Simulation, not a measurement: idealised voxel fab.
Process module name: voxel trench capacitor
In the cross-section labelled cut, the width is 280 nm and each square cell is 5 nm.
Bands, listed from the top down, are how a cross-section gets written in this document; the cross-section itself is a grid of square cells, and a band is one or more rows of them.
Band: top height; bottom height; in nm. Then, left to right: material with width in nm, for each material. "everywhere": a single material spanning edge to edge. "empty": empty space.
Convention: height 0 is the level below which the wafer, as received, is all one material. The lowest band does not terminate at the bottom but continues downward, represented as "0 -> down".
When a width is written as two numbers, as in "30..40", the first number is the width in the top row of cells of the band and the second is the width in its bottom row, and the width changes by the same amount from each row to the next.
A step reported as "remained the same" is a step in which no cell of the cross-section changed.
If an empty space has no open way to the top and is at least 8 cells in size, "Tabulated closed voids" lists it, written width x height at distance, where distance is measured from the left edge and every value is in nm.
Where a step's line continues beyond its settings, the continuation is a remark by the simulator itself on that step.
"overlay nm" answers the question of how far to the right of plan the mask lay on a step that has a mask, and when it is negative the answer is to the left.

## Here's what the planned process steps look like
1,op RECEIVE | material Si
2,op CONFORMAL_DEP | material SiN | thk nm 5
3,op PATTERN | tone open | mask id TRENCH | material resist | width nm 25 | pitch nm 55 | thk nm 15 | overlay nm 0
4,op DIRECTIONAL_ETCH | etch materials SiN | depth nm 5
5,op DIRECTIONAL_ETCH | etch materials Si | depth nm 25
6,op STRIP | etch materials resist
7,op CONFORMAL_DEP | material Al2O3 | thk nm 5
8,op FILL_DEP | material polySi | thk nm 5
9,op CMP | height nm 5

## Incoming wafer, cross-sectional view, post step 1
	0 -> down  Si everywhere
	Tabulated closed voids: none

## Cross-section, first of two wafers, end of module, run as planned
	5 -> 0  SiN=100 / Al2O3=5 / polySi=15 / Al2O3=5 / SiN=30 / Al2O3=5 / polySi=15 / Al2O3=5 / SiN=100
	0 -> -20  Si=100 / Al2O3=5 / polySi=15 / Al2O3=5 / Si=30 / Al2O3=5 / polySi=15 / Al2O3=5 / Si=100
	-20 -> -25  Si=100 / Al2O3=25 / Si=30 / Al2O3=25 / Si=100
	-25 -> down  Si everywhere
	Tabulated closed voids: none

## End of module, second wafer, cross-section. Started like the first, planned like the first, run with one mistake
	5 -> 0  SiN=105 / Al2O3=5 / polySi=5 / Al2O3=5 / SiN=40 / Al2O3=5 / polySi=5 / Al2O3=5 / SiN=105
	0 -> -20  Si=105 / Al2O3=5 / polySi=5 / Al2O3=5 / Si=40 / Al2O3=5 / polySi=5 / Al2O3=5 / Si=105
	-20 -> -25  Si=105 / Al2O3=15 / Si=40 / Al2O3=15 / Si=105
	-25 -> down  Si everywhere
	Tabulated closed voids: none
Deviation from plan: the process deviated at step 3: the operation and settings actually run there were op PATTERN | tone open | mask id TRENCH | material resist | width nm 15 | pitch nm 55 | thk nm 15 | overlay nm 0
Materials where the second wafer ends with more or fewer cells than the first: -4 Al2O3 | +20 Si | +4 SiN | -20 polySi
